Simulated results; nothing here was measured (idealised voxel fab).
A process module follows: voxel wiring stack.
Xsec cut, 190 nm wide, square cell size 5 nm.
Cross-section spec: square-cell grid; bands listed top down; each band is one or more rows.
Look at the band entry: it leads with the top's height and the bottom's height in nm. Then it lists the materials left to right, with a width in nm for each. The word "edge to edge" on a single material says that material fills the band edge to edge. The word "blank" is empty space.
Zero point of the height axis is 0; under it, received wafer = one material. Lowest band: continues down indefinitely, "0 -> down".
The width entry "30->40" should be interpreted row by row: the top row of cells in the band takes the first number, the bottom row takes the second number, and the change between adjacent rows is uniform throughout.
Given "left unchanged" for a step, no cell of the cross-section differs between before and after that step.
"Closed void register" specifies each empty space that is not open to the top and that occupies no fewer than 8 cells, using the form width x height at distance, the distance measured from the left edge and all three quantities in nm.
Past the settings on a step's line: simulator remark, on that step.
Steps that use a mask can have "overlay nm" on their line. It says how far the mask sat to the right of where it was meant to be. Negative means to the left.
### Process steps foreseen in the plan
| 1 | RECEIVE (material Si) |
| 2 | CONFORMAL_DEP (material SiO2; thk nm 10) |
| 3 | DIRECTIONAL_DEP (material TiN; thk nm 5) |
| 4 | DIRECTIONAL_DEP (material Ru; thk nm 20) |
| 5 | PATTERN (tone cover; mask id METAL_1; material resist; width nm 20; pitch nm 45; thk nm 20; overlay nm 0) |
| 6 | DIRECTIONAL_ETCH (etch materials Ru; depth nm 20) |
| 7 | DIRECTIONAL_ETCH (etch materials TiN; depth nm 5) |
| 8 | STRIP (etch materials resist) |
| 9 | CONFORMAL_DEP (material SiN; thk nm 5) |
| 10 | FILL_DEP (material SiO2; thk nm 5) |
| 11 | CMP (height nm 35) |
| 12 | CONFORMAL_DEP (material SiCN; thk nm 5) |
| 13 | DIRECTIONAL_DEP (material lowk; thk nm 35) |
| 14 | DIRECTIONAL_DEP (material aC; thk nm 10) |
| 15 | PATTERN (tone open; mask id METAL_2; material resist; width nm 20; pitch nm 45; thk nm 25; overlay nm 0) |
| 16 | DIRECTIONAL_ETCH (etch materials aC; depth nm 10) |
| 17 | STRIP (etch materials resist) |
| 18 | DIRECTIONAL_ETCH (etch materials lowk; depth nm 20) |
| 19 | STRIP (etch materials aC) |
| 20 | MASKED_ETCH (tone open; mask id METAL_2_HOLES; width nm 15; pitch nm 45; etch materials lowk; depth nm 15; overlay nm 0) |
| 21 | MASKED_ETCH (tone open; mask id METAL_2_HOLES; width nm 15; pitch nm 45; etch materials SiCN; depth nm 5; overlay nm 0) |
| 22 | CONFORMAL_DEP (material TiN; thk nm 5) |
| 23 | FILL_DEP (material Cu; thk nm 5) |
| 24 | CMP (height nm 75) |
| 25 | CONFORMAL_DEP (material SiN; thk nm 5) |
### The first of a set of two wafers, run to plan
### Cross-section: wafer on arrival = after step 1
- 0 -> down = Si edge to edge
- Closed void register: none
### So this is the wafer cross-section right after step 2
- 10 -> 0 = SiO2 edge to edge
- Beneath the level 0, the cross-section is identical to its previous state.
### So this is the wafer cross-section right after step 3
- 15 -> 10 = TiN edge to edge
- Beneath the level 10, the cross-section is identical to its previous state.
### So this is the wafer cross-section right after step 4
- 35 -> 15 = Ru edge to edge
- Beneath the level 15, the cross-section is identical to its previous state.
### So this is the wafer cross-section right after step 5
- 55 -> 35 = blank=60 | resist=20 | blank=25 | resist=20 | blank=65
- Beneath the level 35, the cross-section is identical to its previous state.
### So this is the wafer cross-section right after step 6
- 55 -> 35 = blank=60 | resist=20 | blank=25 | resist=20 | blank=65
- 35 -> 15 = blank=60 | Ru=20 | blank=25 | Ru=20 | blank=65
- Beneath the level 15, the cross-section is identical to its previous state.
### So this is the wafer cross-section right after step 7
- 55 -> 35 = blank=60 | resist=20 | blank=25 | resist=20 | blank=65
- 35 -> 15 = blank=60 | Ru=20 | blank=25 | Ru=20 | blank=65
- 15 -> 10 = blank=60 | TiN=20 | blank=25 | TiN=20 | blank=65
- Beneath the level 10, the cross-section is identical to its previous state.
### So this is the wafer cross-section right after step 8
- 35 -> 15 = blank=60 | Ru=20 | blank=25 | Ru=20 | blank=65
- Beneath the level 15, the cross-section is identical to its previous state.
### So this is the wafer cross-section right after step 9
- 40 -> 35 = blank=55 | SiN=30 | blank=15 | SiN=30 | blank=60
- 35 -> 15 = blank=55 | SiN=5 | Ru=20 | SiN=5 | blank=15 | SiN=5 | Ru=20 | SiN=5 | blank=60
- 15 -> 10 = SiN=60 | TiN=20 | SiN=25 | TiN=20 | SiN=65
- Beneath the level 10, the cross-section is identical to its previous state.
### So this is the wafer cross-section right after step 10
- 45 -> 40 = SiO2 edge to edge
- 40 -> 35 = SiO2=55 | SiN=30 | SiO2=15 | SiN=30 | SiO2=60
- 35 -> 15 = SiO2=55 | SiN=5 | Ru=20 | SiN=5 | SiO2=15 | SiN=5 | Ru=20 | SiN=5 | SiO2=60
- Beneath the level 15, the cross-section is identical to its previous state.
### So this is the wafer cross-section right after step 11
- 35 -> 15 = SiO2=55 | SiN=5 | Ru=20 | SiN=5 | SiO2=15 | SiN=5 | Ru=20 | SiN=5 | SiO2=60
- Beneath the level 15, the cross-section is identical to its previous state.
### So this is the wafer cross-section right after step 12
- 40 -> 35 = SiCN edge to edge
- Beneath the level 35, the cross-section is identical to its previous state.
### So this is the wafer cross-section right after step 13
- 75 -> 40 = lowk edge to edge
- Beneath the level 40, the cross-section is identical to its previous state.
### So this is the wafer cross-section right after step 14
- 85 -> 75 = aC edge to edge
- Beneath the level 75, the cross-section is identical to its previous state.
### So this is the wafer cross-section right after step 15
- 110 -> 85 = resist=60 | blank=20 | resist=25 | blank=20 | resist=65
- Beneath the level 85, the cross-section is identical to its previous state.
### So this is the wafer cross-section right after step 16
- 100 -> 85 = resist=60 | blank=20 | resist=25 | blank=20 | resist=65
- 85 -> 75 = aC=60 | blank=20 | aC=25 | blank=20 | aC=65
- Beneath the level 75, the cross-section is identical to its previous state.
### So this is the wafer cross-section right after step 17
- 85 -> 75 = aC=60 | blank=20 | aC=25 | blank=20 | aC=65
- Beneath the level 75, the cross-section is identical to its previous state.
### So this is the wafer cross-section right after step 18
- 85 -> 75 = aC=60 | blank=20 | aC=25 | blank=20 | aC=65
- 75 -> 55 = lowk=60 | blank=20 | lowk=25 | blank=20 | lowk=65
- Beneath the level 55, the cross-section is identical to its previous state.
### So this is the wafer cross-section right after step 19
- 75 -> 55 = lowk=60 | blank=20 | lowk=25 | blank=20 | lowk=65
- Beneath the level 55, the cross-section is identical to its previous state.
### So this is the wafer cross-section right after step 20
- 75 -> 55 = lowk=60 | blank=20 | lowk=25 | blank=20 | lowk=65
- 55 -> 40 = lowk=60 | blank=15 | lowk=30 | blank=15 | lowk=70
- Beneath the level 40, the cross-section is identical to its previous state.
### So this is the wafer cross-section right after step 21
- 75 -> 55 = lowk=60 | blank=20 | lowk=25 | blank=20 | lowk=65
- 55 -> 40 = lowk=60 | blank=15 | lowk=30 | blank=15 | lowk=70
- 40 -> 35 = SiCN=60 | blank=15 | SiCN=30 | blank=15 | SiCN=70
- Beneath the level 35, the cross-section is identical to its previous state.
### So this is the wafer cross-section right after step 22
- 80 -> 75 = TiN=65 | blank=10 | TiN=35 | blank=10 | TiN=70
- 75 -> 60 = lowk=60 | TiN=5 | blank=10 | TiN=5 | lowk=25 | TiN=5 | blank=10 | TiN=5 | lowk=65
- 60 -> 55 = lowk=60 | TiN=5 | blank=5 | TiN=10 | lowk=25 | TiN=5 | blank=5 | TiN=10 | lowk=65
- 55 -> 40 = lowk=60 | TiN=5 | blank=5 | TiN=5 | lowk=30 | TiN=5 | blank=5 | TiN=5 | lowk=70
- 40 -> 35 = SiCN=60 | TiN=15 | SiCN=30 | TiN=15 | SiCN=70
- Beneath the level 35, the cross-section is identical to its previous state.
### So this is the wafer cross-section right after step 23
- 85 -> 80 = Cu edge to edge
- 80 -> 75 = TiN=65 | Cu=10 | TiN=35 | Cu=10 | TiN=70
- 75 -> 60 = lowk=60 | TiN=5 | Cu=10 | TiN=5 | lowk=25 | TiN=5 | Cu=10 | TiN=5 | lowk=65
- 60 -> 55 = lowk=60 | TiN=5 | Cu=5 | TiN=10 | lowk=25 | TiN=5 | Cu=5 | TiN=10 | lowk=65
- 55 -> 40 = lowk=60 | TiN=5 | Cu=5 | TiN=5 | lowk=30 | TiN=5 | Cu=5 | TiN=5 | lowk=70
- Beneath the level 40, the cross-section is identical to its previous state.
### So this is the wafer cross-section right after step 24
- 75 -> 60 = lowk=60 | TiN=5 | Cu=10 | TiN=5 | lowk=25 | TiN=5 | Cu=10 | TiN=5 | lowk=65
- Beneath the level 60, the cross-section is identical to its previous state.
### So this is the wafer cross-section right after step 25
- 80 -> 75 = SiN edge to edge
- Beneath the level 75, the cross-section is identical to its previous state.
### Second Wafer (Identical Start and Plan, One Processing Error; Matches First Wafer Through Step 4)
### What the second wafer looks like in cross-section when step 5 should have wrapped up
- 55 -> 35 = resist=60 | blank=20 | resist=25 | blank=20 | resist=65
- Beneath the level 35, the cross-section is identical to its previous state.
### What the second wafer looks like in cross-section when step 6 should have wrapped up
- 55 -> 35 = resist=60 | blank=20 | resist=25 | blank=20 | resist=65
- 35 -> 15 = Ru=60 | blank=20 | Ru=25 | blank=20 | Ru=65
- Beneath the level 15, the cross-section is identical to its previous state.
### What the second wafer looks like in cross-section when step 7 should have wrapped up
- 55 -> 35 = resist=60 | blank=20 | resist=25 | blank=20 | resist=65
- 35 -> 15 = Ru=60 | blank=20 | Ru=25 | blank=20 | Ru=65
- 15 -> 10 = TiN=60 | blank=20 | TiN=25 | blank=20 | TiN=65
- Beneath the level 10, the cross-section is identical to its previous state.
### What the second wafer looks like in cross-section when step 8 should have wrapped up
- 35 -> 15 = Ru=60 | blank=20 | Ru=25 | blank=20 | Ru=65
- Beneath the level 15, the cross-section is identical to its previous state.
### What the second wafer looks like in cross-section when step 9 should have wrapped up
- 40 -> 35 = SiN=65 | blank=10 | SiN=35 | blank=10 | SiN=70
- 35 -> 15 = Ru=60 | SiN=5 | blank=10 | SiN=5 | Ru=25 | SiN=5 | blank=10 | SiN=5 | Ru=65
- 15 -> 10 = TiN=60 | SiN=20 | TiN=25 | SiN=20 | TiN=65
- Beneath the level 10, the cross-section is identical to its previous state.
### What the second wafer looks like in cross-section when step 10 should have wrapped up
- 45 -> 40 = SiO2 edge to edge
- 40 -> 35 = SiN=65 | SiO2=10 | SiN=35 | SiO2=10 | SiN=70
- 35 -> 15 = Ru=60 | SiN=5 | SiO2=10 | SiN=5 | Ru=25 | SiN=5 | SiO2=10 | SiN=5 | Ru=65
- Beneath the level 15, the cross-section is identical to its previous state.
### What the second wafer looks like in cross-section when step 11 should have wrapped up
- 35 -> 15 = Ru=60 | SiN=5 | SiO2=10 | SiN=5 | Ru=25 | SiN=5 | SiO2=10 | SiN=5 | Ru=65
- Beneath the level 15, the cross-section is identical to its previous state.
### What the second wafer looks like in cross-section when step 12 should have wrapped up
- 40 -> 35 = SiCN edge to edge
- Beneath the level 35, the cross-section is identical to its previous state.
### What the second wafer looks like in cross-section when step 13 should have wrapped up
- 75 -> 40 = lowk edge to edge
- Beneath the level 40, the cross-section is identical to its previous state.
### What the second wafer looks like in cross-section when step 14 should have wrapped up
- 85 -> 75 = aC edge to edge
- Beneath the level 75, the cross-section is identical to its previous state.
### What the second wafer looks like in cross-section when step 15 should have wrapped up
- 110 -> 85 = resist=60 | blank=20 | resist=25 | blank=20 | resist=65
- Beneath the level 85, the cross-section is identical to its previous state.
### What the second wafer looks like in cross-section when step 16 should have wrapped up
- 100 -> 85 = resist=60 | blank=20 | resist=25 | blank=20 | resist=65
- 85 -> 75 = aC=60 | blank=20 | aC=25 | blank=20 | aC=65
- Beneath the level 75, the cross-section is identical to its previous state.
### What the second wafer looks like in cross-section when step 17 should have wrapped up
- 85 -> 75 = aC=60 | blank=20 | aC=25 | blank=20 | aC=65
- Beneath the level 75, the cross-section is identical to its previous state.
### What the second wafer looks like in cross-section when step 18 should have wrapped up
- 85 -> 75 = aC=60 | blank=20 | aC=25 | blank=20 | aC=65
- 75 -> 55 = lowk=60 | blank=20 | lowk=25 | blank=20 | lowk=65
- Beneath the level 55, the cross-section is identical to its previous state.
### What the second wafer looks like in cross-section when step 19 should have wrapped up
- 75 -> 55 = lowk=60 | blank=20 | lowk=25 | blank=20 | lowk=65
- Beneath the level 55, the cross-section is identical to its previous state.
### What the second wafer looks like in cross-section when step 20 should have wrapped up
- 75 -> 55 = lowk=60 | blank=20 | lowk=25 | blank=20 | lowk=65
- 55 -> 40 = lowk=60 | blank=15 | lowk=30 | blank=15 | lowk=70
- Beneath the level 40, the cross-section is identical to its previous state.
### What the second wafer looks like in cross-section when step 21 should have wrapped up
- 75 -> 55 = lowk=60 | blank=20 | lowk=25 | blank=20 | lowk=65
- 55 -> 40 = lowk=60 | blank=15 | lowk=30 | blank=15 | lowk=70
- 40 -> 35 = SiCN=60 | blank=15 | SiCN=30 | blank=15 | SiCN=70
- Beneath the level 35, the cross-section is identical to its previous state.
### What the second wafer looks like in cross-section when step 22 should have wrapped up
- 80 -> 75 = TiN=65 | blank=10 | TiN=35 | blank=10 | TiN=70
- 75 -> 60 = lowk=60 | TiN=5 | blank=10 | TiN=5 | lowk=25 | TiN=5 | blank=10 | TiN=5 | lowk=65
- 60 -> 55 = lowk=60 | TiN=5 | blank=5 | TiN=10 | lowk=25 | TiN=5 | blank=5 | TiN=10 | lowk=65
- 55 -> 40 = lowk=60 | TiN=5 | blank=5 | TiN=5 | lowk=30 | TiN=5 | blank=5 | TiN=5 | lowk=70
- 40 -> 35 = SiCN=60 | TiN=15 | SiCN=30 | TiN=15 | SiCN=70
- Beneath the level 35, the cross-section is identical to its previous state.
### What the second wafer looks like in cross-section when step 23 should have wrapped up
- 85 -> 80 = Cu edge to edge
- 80 -> 75 = TiN=65 | Cu=10 | TiN=35 | Cu=10 | TiN=70
- 75 -> 60 = lowk=60 | TiN=5 | Cu=10 | TiN=5 | lowk=25 | TiN=5 | Cu=10 | TiN=5 | lowk=65
- 60 -> 55 = lowk=60 | TiN=5 | Cu=5 | TiN=10 | lowk=25 | TiN=5 | Cu=5 | TiN=10 | lowk=65
- 55 -> 40 = lowk=60 | TiN=5 | Cu=5 | TiN=5 | lowk=30 | TiN=5 | Cu=5 | TiN=5 | lowk=70
- Beneath the level 40, the cross-section is identical to its previous state.
### What the second wafer looks like in cross-section when step 24 should have wrapped up
- 75 -> 60 = lowk=60 | TiN=5 | Cu=10 | TiN=5 | lowk=25 | TiN=5 | Cu=10 | TiN=5 | lowk=65
- Beneath the level 60, the cross-section is identical to its previous state.
### What the second wafer looks like in cross-section when step 25 should have wrapped up
- 80 -> 75 = SiN edge to edge
- Beneath the level 75, the cross-section is identical to its previous state.
Which mistake was made when the wafer was run? the process deviated at step 5: the operation and settings actually run there were PATTERN (tone open; mask id METAL_1; material resist; width nm 20; pitch nm 45; thk nm 20; overlay nm 0)
Final cells, second wafer relative to first, materials higher or lower: Ru: 88 more; SiN: 22 fewer; SiO2: 88 fewer; TiN: 22 more
